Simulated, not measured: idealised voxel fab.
Process module in this document: voxel transistor to metal
Square cells of 5 nm make up the cross-section cut, whose width is 295 nm.
Cross-section spec: square-cell grid; bands listed top down; each band is one or more rows. Heads up on the band format: heights come first, top then bottom, in nm. After that it's the materials left to right, each with its width in nm. A single material flagged "all across" fills the whole band edge to edge, and "air" means there's empty space there. Where do heights start? At 0: under that level the wafer as delivered is made of one material only. And the lowest band has no floor; it just carries on downward, as in "top 0, no bottom". Graded width ("30..40"): value in top row of band = first number; value in bottom row = second number; row-to-row change constant. Basically "nothing was modified" means that step didn't change any cell in the cross-section. Empty spaces counting at least 8 cells and having no open way to the top are listed in "Sealed void list". The notation width x height at distance is used for each, the distance being from the left edge and all three values in nm. Where a step's line continues beyond its settings, the continuation is a remark by the simulator itself on that step. The optional step-line setting "overlay nm" applies to steps with a mask and quantifies how far to the right of its planned location the mask lay, a negative value indicating leftward placement.
The process steps that were planned are listed below:
1: RECEIVE, material Si
2: CONFORMAL_DEP, material SiO2, thk nm 5
3: CONFORMAL_DEP, material SiN, thk nm 15
4: PATTERN, tone cover, mask id ACTIVE, material resist, width nm 105, pitch nm 130, thk nm 20, overlay nm 0
5: DIRECTIONAL_ETCH, etch materials SiN, depth nm 15
6: DIRECTIONAL_ETCH, etch materials SiO2, depth nm 5
7: DIRECTIONAL_ETCH, etch materials Si, depth nm 30
8: STRIP, etch materials resist
9: OXIDIZE, depth nm 5
10: FILL_DEP, material SiO2, thk nm 15
11: CMP, height nm 20
12: SELECTIVE_ETCH, etch materials SiO2, depth nm 15
13: STRIP, etch materials SiN
14: SELECTIVE_ETCH, etch materials SiO2, depth nm 5
15: OXIDIZE, depth nm 5
16: DIRECTIONAL_DEP, material polySi, thk nm 25
17: DIRECTIONAL_DEP, material SiCN, thk nm 15
18: DIRECTIONAL_DEP, material aC, thk nm 10
19: PATTERN, tone cover, mask id GATE, material resist, width nm 25, pitch nm 130, thk nm 25, overlay nm 0
20: DIRECTIONAL_ETCH, etch materials aC, depth nm 10
21: STRIP, etch materials resist
22: DIRECTIONAL_ETCH, etch materials SiCN, depth nm 25
23: DIRECTIONAL_ETCH, etch materials polySi, depth nm 35
24: STRIP, etch materials aC
25: CONFORMAL_DEP, material SiN, thk nm 5
26: DIRECTIONAL_ETCH, etch materials SiN, depth nm 5
27: DIRECTIONAL_ETCH, etch materials SiO2, depth nm 5
28: DIRECTIONAL_ETCH, etch materials Si, depth nm 10
29: EPI, material nSi, thk nm 15
30: FILL_DEP, material SiO2, thk nm 5
31: CMP, height nm 40
32: DIRECTIONAL_DEP, material SiO2, thk nm 10
33: PATTERN, tone open, mask id CONTACT, material resist, width nm 30, pitch nm 65, thk nm 15, overlay nm 0
34: DIRECTIONAL_ETCH, etch materials SiO2, depth nm 50
35: STRIP, etch materials resist
36: CONFORMAL_DEP, material TiN, thk nm 5
37: FILL_DEP, material W, thk nm 5
38: CMP, height nm 50
39: DIRECTIONAL_DEP, material TiN, thk nm 5
40: DIRECTIONAL_DEP, material Ru, thk nm 15
41: MASKED_ETCH, tone cover, mask id METAL_1, width nm 15, etch materials Ru, depth nm 15, overlay nm 0
42: MASKED_ETCH, tone cover, mask id METAL_1, width nm 15, etch materials TiN, depth nm 5, overlay nm 0
43: CONFORMAL_DEP, material SiN, thk nm 5
44: FILL_DEP, material SiO2, thk nm 5
45: CMP, height nm 70
46: CONFORMAL_DEP, material SiCN, thk nm 5
47: DIRECTIONAL_DEP, material SiO2, thk nm 25
48: DIRECTIONAL_DEP, material aC, thk nm 10
49: PATTERN, tone open, mask id METAL_2, material resist, width nm 15, pitch nm 130, thk nm 30, overlay nm 0
50: DIRECTIONAL_ETCH, etch materials aC, depth nm 10
51: STRIP, etch materials resist
52: DIRECTIONAL_ETCH, etch materials SiO2, depth nm 15
53: STRIP, etch materials aC
54: MASKED_ETCH, tone open, mask id METAL_2_HOLES, width nm 15, pitch nm 130, etch materials SiO2, depth nm 10, overlay nm 0
55: MASKED_ETCH, tone open, mask id METAL_2_HOLES, width nm 15, pitch nm 130, etch materials SiCN, depth nm 5, overlay nm 0
56: CONFORMAL_DEP, material TiN, thk nm 5
57: FILL_DEP, material Ru, thk nm 10
58: CMP, height nm 100
59: CONFORMAL_DEP, material SiN, thk nm 5
Cross-section, incoming material, after step 1:
  top 0, no bottom | Si all across
  Sealed void list: none
This is how the wafer looks in cross-section once the module is done, given the starting state and plan above and one mistake in carrying the plan out:
  top 105, bottom 100 | SiN all across
  top 100, bottom 75 | 35 of SiO2, 5 of TiN, 5 of Ru, 5 of TiN, 115 of SiO2, 5 of TiN, 5 of Ru, 5 of TiN, 115 of SiO2
  top 75, bottom 70 | 35 of SiCN, 15 of TiN, 115 of SiCN, 15 of TiN, 115 of SiCN
  top 70, bottom 55 | 30 of SiO2, 5 of SiN, 15 of Ru, 5 of SiN, 55 of SiO2, 5 of SiN, 15 of Ru, 5 of SiN, 25 of SiO2, 5 of SiN, 15 of Ru, 5 of SiN, 55 of SiO2, 5 of SiN, 15 of Ru, 5 of SiN, 30 of SiO2
  top 55, bottom 50 | 35 of SiN, 15 of TiN, 65 of SiN, 15 of TiN, 35 of SiN, 15 of TiN, 65 of SiN, 15 of TiN, 35 of SiN
  top 50, bottom 40 | 35 of SiO2, 5 of TiN, 20..15 of W, 5..10 of TiN, 35 of SiO2, 5..10 of TiN, 20..15 of W, 5 of TiN, 35 of SiO2, 5 of TiN, 20..15 of W, 5..10 of TiN, 35 of SiO2, 5..10 of TiN, 20..15 of W, 5 of TiN, 35 of SiO2
  top 40, bottom 25 | 35 of SiO2, 5 of TiN, 15 of W, 5 of TiN, 5 of SiN, 35 of SiCN, 5 of SiN, 5 of TiN, 15 of W, 5 of TiN, 35 of SiO2, 5 of TiN, 15 of W, 5 of TiN, 5 of SiN, 35 of SiCN, 5 of SiN, 5 of TiN, 15 of W, 5 of TiN, 35 of SiO2
  top 25, bottom 15 | 35 of SiO2, 5 of TiN, 15 of W, 5 of TiN, 5 of SiN, 35 of polySi, 5 of SiN, 5 of TiN, 15 of W, 5 of TiN, 35 of SiO2, 5 of TiN, 15 of W, 5 of TiN, 5 of SiN, 35 of polySi, 5 of SiN, 5 of TiN, 15 of W, 5 of TiN, 35 of SiO2
  top 15, bottom 10 | 35 of SiO2, 25 of TiN, 5 of SiN, 35 of polySi, 5 of SiN, 25 of TiN, 35 of SiO2, 25 of TiN, 5 of SiN, 35 of polySi, 5 of SiN, 25 of TiN, 35 of SiO2
  top 10, bottom 0 | 35 of SiO2, 10 of TiN, 15 of nSi, 5 of SiN, 35 of polySi, 5 of SiN, 15 of nSi, 10 of TiN, 35 of SiO2, 10 of TiN, 15 of nSi, 5 of SiN, 35 of polySi, 5 of SiN, 15 of nSi, 10 of TiN, 35 of SiO2
  top 0, bottom -5 | 30 of SiO2, 30 of nSi, 45 of SiO2, 30 of nSi, 25 of SiO2, 30 of nSi, 45 of SiO2, 30 of nSi, 30 of SiO2
  top -5, bottom -15 | 35 of SiO2, 25 of nSi, 45 of Si, 25 of nSi, 35 of SiO2, 25 of nSi, 45 of Si, 25 of nSi, 35 of SiO2
  top -15, bottom -35 | 35 of SiO2, 95 of Si, 35 of SiO2, 95 of Si, 35 of SiO2
  top -35, no bottom | Si all across
  Sealed void list: none
What was done differently from what was planned? step 19 did not happen as planned, as run it was PATTERN, tone cover, mask id GATE, material resist, width nm 35, pitch nm 130, thk nm 25, overlay nm 0
